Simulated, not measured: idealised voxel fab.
Presented below is a process module, voxel wiring stack.
Displayed cross-section: cut, width of 190 nm, square cells sized 5 nm.
The cross-sections in this document take the form of a grid made of square cells. They are written out as bands, in order from top to bottom. Each band consists of one or more rows of cells. The band entry comprises the height of the band's top followed by the height of its bottom, expressed in nm, and subsequently the band's materials from left to right, each stated together with its width in nm. Where a single material is marked with the word "everywhere", that material fills the band from edge to edge. The word "blank" represents empty space. Measure heights from 0. That's the level where, below it, the as-received wafer is all one material. The lowest band is bottomless and extends downward; write it as in "0..down". So if you see something like "30..40" for the width, read it as the top row of the band sitting at the first number and the bottom row at the second, with every row in between moving by the same amount as the last. Key: "no alteration" - step with no changed cell in the cross-section. Sealed void list: empty space of 8 cells or more with no open way to the top, each as width x height at its distance from the left edge, in nm. What comes after the settings on a step's line is commentary from the simulator itself on that step. You can add "overlay nm" to a step's line. For a step with a mask, it describes how far the mask lay to the right of its planned position, and a negative number describes a lay to the left. Each pair below shows a cross-section before one step and the cross-section after it, down to the lowest band that changed. The line under each pair gives the step between them, with its settings. The pairs can come from different runs of this module on the same starting wafer, so a pair continues from the pair above only where its "Before-step section" says so.
Before-step section
    70..65: TiN: 60 / blank: 20 / TiN: 30 / blank: 20 / TiN: 60
    65..55: SiO2: 55 / TiN: 5 / blank: 20 / TiN: 5 / SiO2: 20 / TiN: 5 / blank: 20 / TiN: 5 / SiO2: 55
    55..50: SiO2: 55 / TiN: 5 / blank: 5 / TiN: 20 / SiO2: 20 / TiN: 30 / SiO2: 55
    50..40: SiO2: 55 / TiN: 5 / blank: 5 / TiN: 5 / SiO2: 120
    40..35: SiCN: 55 / TiN: 15 / SiCN: 120
    35..30: SiCN: 50 / Ru: 35 / SiCN: 15 / Ru: 35 / SiCN: 55
    30..15: lowk: 55 / TiN: 5 / Cu: 15 / TiN: 5 / lowk: 25 / TiN: 5 / Cu: 15 / TiN: 5 / lowk: 60
    15..10: SiN: 55 / TiN: 25 / SiN: 25 / TiN: 25 / SiN: 60
    10..0: SiO2 everywhere
    0..down: Si everywhere
    Sealed void list: none
After the Step
    75..70: Cu everywhere
    70..65: TiN: 60 / Cu: 20 / TiN: 30 / Cu: 20 / TiN: 60
    65..55: SiO2: 55 / TiN: 5 / Cu: 20 / TiN: 5 / SiO2: 20 / TiN: 5 / Cu: 20 / TiN: 5 / SiO2: 55
    55..50: SiO2: 55 / TiN: 5 / Cu: 5 / TiN: 20 / SiO2: 20 / TiN: 30 / SiO2: 55
    50..40: SiO2: 55 / TiN: 5 / Cu: 5 / TiN: 5 / SiO2: 120
    Note: structure below 40 unchanged.
    Sealed void list: none
Can you say which step sits between the two cross-sections above? FILL_DEP | material Cu | thk nm 5
Before-step section: look at the pair above, its after cross-section is where this step starts.
After the Step
    65..55: SiO2: 55 / TiN: 5 / Cu: 20 / TiN: 5 / SiO2: 20 / TiN: 5 / Cu: 20 / TiN: 5 / SiO2: 55
    Note: structure below 55 unchanged.
    Sealed void list: none
Can you say which step sits between the two cross-sections above? CMP | height nm 65
Before-step section: look at the pair above, its after cross-section is where this step starts.
After the Step
    70..65: SiCN everywhere
    Note: structure below 65 unchanged.
    Sealed void list: none
Can you say which step sits between the two cross-sections above? CONFORMAL_DEP | material SiCN | thk nm 5
Before-step section
    65..50: SiO2: 55 / blank: 25 / SiO2: 25 / blank: 25 / SiO2: 60
    50..40: SiO2 everywhere
    40..35: SiCN everywhere
    35..30: SiCN: 50 / Ru: 35 / SiCN: 15 / Ru: 35 / SiCN: 55
    30..15: lowk: 55 / TiN: 5 / Cu: 15 / TiN: 5 / lowk: 25 / TiN: 5 / Cu: 15 / TiN: 5 / lowk: 60
    15..10: SiN: 55 / TiN: 25 / SiN: 25 / TiN: 25 / SiN: 60
    10..0: SiO2 everywhere
    0..down: Si everywhere
    Sealed void list: none
After the Step
    65..50: SiO2: 55 / blank: 25 / SiO2: 25 / blank: 25 / SiO2: 60
    50..40: SiO2: 60 / blank: 15 / SiO2: 115
    Note: structure below 40 unchanged.
    Sealed void list: none
Can you say which step sits between the two cross-sections above? MASKED_ETCH | tone open | mask id METAL_2_HOLES | width nm 15 | etch materials SiO2 | depth nm 10 | overlay nm 5
Before-step section: look at the pair above, its after cross-section is where this step starts.
After the Step
    65..50: SiO2: 55 / blank: 25 / SiO2: 25 / blank: 25 / SiO2: 60
    50..40: SiO2: 60 / blank: 15 / SiO2: 115
    40..35: SiCN: 60 / blank: 10 / SiCN: 120
    Note: structure below 35 unchanged.
    Sealed void list: none
Can you say which step sits between the two cross-sections above? MASKED_ETCH | tone open | mask id METAL_2_HOLES | width nm 15 | etch materials SiCN | depth nm 5 | overlay nm 0
Before-step section: look at the pair above, its after cross-section is where this step starts.
After the Step
    70..65: TiN: 60 / blank: 15 / TiN: 35 / blank: 15 / TiN: 65
    65..55: SiO2: 55 / TiN: 5 / blank: 15 / TiN: 5 / SiO2: 25 / TiN: 5 / blank: 15 / TiN: 5 / SiO2: 60
    55..50: SiO2: 55 / TiN: 10 / blank: 5 / TiN: 10 / SiO2: 25 / TiN: 25 / SiO2: 60
    50..45: SiO2: 60 / TiN: 5 / blank: 5 / TiN: 5 / SiO2: 115
    45..40: SiO2: 60 / TiN: 15 / SiO2: 115
    40..35: SiCN: 60 / TiN: 10 / SiCN: 120
    Note: structure below 35 unchanged.
    Sealed void list: none
Can you say which step sits between the two cross-sections above? CONFORMAL_DEP | material TiN | thk nm 5
Before-step section: look at the pair above, its after cross-section is where this step starts.
After the Step
    75..70: Cu everywhere
    70..65: TiN: 60 / Cu: 15 / TiN: 35 / Cu: 15 / TiN: 65
    65..55: SiO2: 55 / TiN: 5 / Cu: 15 / TiN: 5 / SiO2: 25 / TiN: 5 / Cu: 15 / TiN: 5 / SiO2: 60
    55..50: SiO2: 55 / TiN: 10 / Cu: 5 / TiN: 10 / SiO2: 25 / TiN: 25 / SiO2: 60
    50..45: SiO2: 60 / TiN: 5 / Cu: 5 / TiN: 5 / SiO2: 115
    Note: structure below 45 unchanged.
    Sealed void list: none
Can you say which step sits between the two cross-sections above? FILL_DEP | material Cu | thk nm 5
Before-step section: look at the pair above, its after cross-section is where this step starts.
After the Step
    65..55: SiO2: 55 / TiN: 5 / Cu: 15 / TiN: 5 / SiO2: 25 / TiN: 5 / Cu: 15 / TiN: 5 / SiO2: 60
    Note: structure below 55 unchanged.
    Sealed void list: none
Can you say which step sits between the two cross-sections above? CMP | height nm 65
Before-step section: look at the pair above, its after cross-section is where this step starts.
After the Step
    70..65: SiCN everywhere
    Note: structure below 65 unchanged.
    Sealed void list: none
Can you say which step sits between the two cross-sections above? CONFORMAL_DEP | material SiCN | thk nm 5
Before-step section
    40..35: SiCN everywhere
    35..30: SiCN: 50 / Ru: 35 / SiCN: 15 / Ru: 35 / SiCN: 55
    30..15: lowk: 55 / TiN: 5 / Cu: 15 / TiN: 5 / lowk: 25 / TiN: 5 / Cu: 15 / TiN: 5 / lowk: 60
    15..10: SiN: 55 / TiN: 25 / SiN: 25 / TiN: 25 / SiN: 60
    10..0: SiO2 everywhere
    0..down: Si everywhere
    Sealed void list: none
After the Step
    65..40: TiN everywhere
    Note: structure below 40 unchanged.
    Sealed void list: none
Can you say which step sits between the two cross-sections above? DIRECTIONAL_DEP | material TiN | thk nm 25
Before-step section: look at the pair above, its after cross-section is where this step starts.
After the Step
    80..65: aC everywhere
    Note: structure below 65 unchanged.
    Sealed void list: none
Can you say which step sits between the two cross-sections above? DIRECTIONAL_DEP | material aC | thk nm 15
Before-step section: look at the pair above, its after cross-section is where this step starts.
After the Step
    110..80: resist: 55 / blank: 25 / resist: 25 / blank: 25 / resist: 60
    Note: structure below 80 unchanged.
    Sealed void list: none
Can you say which step sits between the two cross-sections above? PATTERN | tone open | mask id METAL_2 | material resist | width nm 25 | pitch nm 50 | thk nm 30 | overlay nm 0
Before-step section: look at the pair above, its after cross-section is where this step starts.
After the Step
    95..80: resist: 55 / blank: 25 / resist: 25 / blank: 25 / resist: 60
    80..65: aC: 55 / blank: 25 / aC: 25 / blank: 25 / aC: 60
    Note: structure below 65 unchanged.
    Sealed void list: none
Can you say which step sits between the two cross-sections above? DIRECTIONAL_ETCH | etch materials aC | depth nm 15
Before-step section: look at the pair above, its after cross-section is where this step starts.
After the Step
    80..65: aC: 55 / blank: 25 / aC: 25 / blank: 25 / aC: 60
    Note: structure below 65 unchanged.
    Sealed void list: none
Can you say which step sits between the two cross-sections above? STRIP | etch materials resist
Before-step section: look at the pair above, its after cross-section is where this step starts.
After the Step
    65..40: TiN everywhere
    Note: structure below 40 unchanged.
    Sealed void list: none
Can you say which step sits between the two cross-sections above? STRIP | etch materials aC
Before-step section: look at the pair above, its after cross-section is where this step starts.
After the Step
    70..40: TiN everywhere
    Note: structure below 40 unchanged.
    Sealed void list: none
Can you say which step sits between the two cross-sections above? CONFORMAL_DEP | material TiN | thk nm 5
Before-step section: look at the pair above, its after cross-section is where this step starts.
After the Step
    75..70: Cu everywhere
    Note: structure below 70 unchanged.
    Sealed void list: none
Can you say which step sits between the two cross-sections above? FILL_DEP | material Cu | thk nm 5
Before-step section: look at the pair above, its after cross-section is where this step starts.
After the Step
    65..40: TiN everywhere
    Note: structure below 40 unchanged.
    Sealed void list: none
Can you say which step sits between the two cross-sections above? CMP | height nm 65
Before-step section: look at the pair above, its after cross-section is where this step starts.
After the Step
    70..65: SiCN everywhere
    Note: structure below 65 unchanged.
    Sealed void list: none
Can you say which step sits between the two cross-sections above? CONFORMAL_DEP | material SiCN | thk nm 5
Before-step section
    80..65: aC everywhere
    65..40: SiO2 everywhere
    40..35: SiCN everywhere
    35..30: SiCN: 50 / Ru: 35 / SiCN: 15 / Ru: 35 / SiCN: 55
    30..15: lowk: 55 / TiN: 5 / Cu: 15 / TiN: 5 / lowk: 25 / TiN: 5 / Cu: 15 / TiN: 5 / lowk: 60
    15..10: SiN: 55 / TiN: 25 / SiN: 25 / TiN: 25 / SiN: 60
    10..0: SiO2 everywhere
    0..down: Si everywhere
    Sealed void list: none
After the Step
    110..80: blank: 55 / resist: 25 / blank: 25 / resist: 25 / blank: 60
    Note: structure below 80 unchanged.
    Sealed void list: none
Can you say which step sits between the two cross-sections above? PATTERN | tone cover | mask id METAL_2 | material resist | width nm 25 | pitch nm 50 | thk nm 30 | overlay nm 0
Before-step section: look at the pair above, its after cross-section is where this step starts.
After the Step
    95..80: blank: 55 / resist: 25 / blank: 25 / resist: 25 / blank: 60
    80..65: blank: 55 / aC: 25 / blank: 25 / aC: 25 / blank: 60
    Note: structure below 65 unchanged.
    Sealed void list: none
Can you say which step sits between the two cross-sections above? DIRECTIONAL_ETCH | etch materials aC | depth nm 15
Before-step section: look at the pair above, its after cross-section is where this step starts.
After the Step
    80..65: blank: 55 / aC: 25 / blank: 25 / aC: 25 / blank: 60
    Note: structure below 65 unchanged.
    Sealed void list: none
Can you say which step sits between the two cross-sections above? STRIP | etch materials resist
Before-step section: look at the pair above, its after cross-section is where this step starts.
After the Step
    80..65: blank: 55 / aC: 25 / blank: 25 / aC: 25 / blank: 60
    65..50: blank: 55 / SiO2: 25 / blank: 25 / SiO2: 25 / blank: 60
    Note: structure below 50 unchanged.
    Sealed void list: none
Can you say which step sits between the two cross-sections above? DIRECTIONAL_ETCH | etch materials SiO2 | depth nm 15
Before-step section: look at the pair above, its after cross-section is where this step starts.
After the Step
    65..50: blank: 55 / SiO2: 25 / blank: 25 / SiO2: 25 / blank: 60
    Note: structure below 50 unchanged.
    Sealed void list: none
Can you say which step sits between the two cross-sections above? STRIP | etch materials aC
Before-step section: look at the pair above, its after cross-section is where this step starts.
After the Step
    65..55: blank: 70 / SiO2: 10 / blank: 25 / SiO2: 25 / blank: 60
    Note: structure below 55 unchanged.
    Sealed void list: none
Can you say which step sits between the two cross-sections above? MASKED_ETCH | tone open | mask id METAL_2_HOLES | width nm 15 | etch materials SiO2 | depth nm 10 | overlay nm 0
Before-step section: look at the pair above, its after cross-section is where this step starts.
After the Step
    70..65: blank: 65 / TiN: 20 / blank: 15 / TiN: 35 / blank: 55
    65..55: blank: 65..50 / TiN: 5..20 / SiO2: 10 / TiN: 5 / blank: 15 / TiN: 5 / SiO2: 25 / TiN: 5 / blank: 55
    55..50: TiN: 55 / SiO2: 25 / TiN: 25 / SiO2: 25 / TiN: 60
    Note: structure below 50 unchanged.
    Sealed void list: none
Can you say which step sits between the two cross-sections above? CONFORMAL_DEP | material TiN | thk nm 5
Before-step section: look at the pair above, its after cross-section is where this step starts.
After the Step
    75..70: Cu everywhere
    70..65: Cu: 65 / TiN: 20 / Cu: 15 / TiN: 35 / Cu: 55
    65..55: Cu: 65..50 / TiN: 5..20 / SiO2: 10 / TiN: 5 / Cu: 15 / TiN: 5 / SiO2: 25 / TiN: 5 / Cu: 55
    Note: structure below 55 unchanged.
    Sealed void list: none
Can you say which step sits between the two cross-sections above? FILL_DEP | material Cu | thk nm 5
Before-step section: look at the pair above, its after cross-section is where this step starts.
After the Step
    65..55: Cu: 65..50 / TiN: 5..20 / SiO2: 10 / TiN: 5 / Cu: 15 / TiN: 5 / SiO2: 25 / TiN: 5 / Cu: 55
    Note: structure below 55 unchanged.
    Sealed void list: none
Can you say which step sits between the two cross-sections above? CMP | height nm 65
Before-step section: look at the pair above, its after cross-section is where this step starts.
After the Step
    70..65: SiCN everywhere
    Note: structure below 65 unchanged.
    Sealed void list: none
Can you say which step sits between the two cross-sections above? CONFORMAL_DEP | material SiCN | thk nm 5
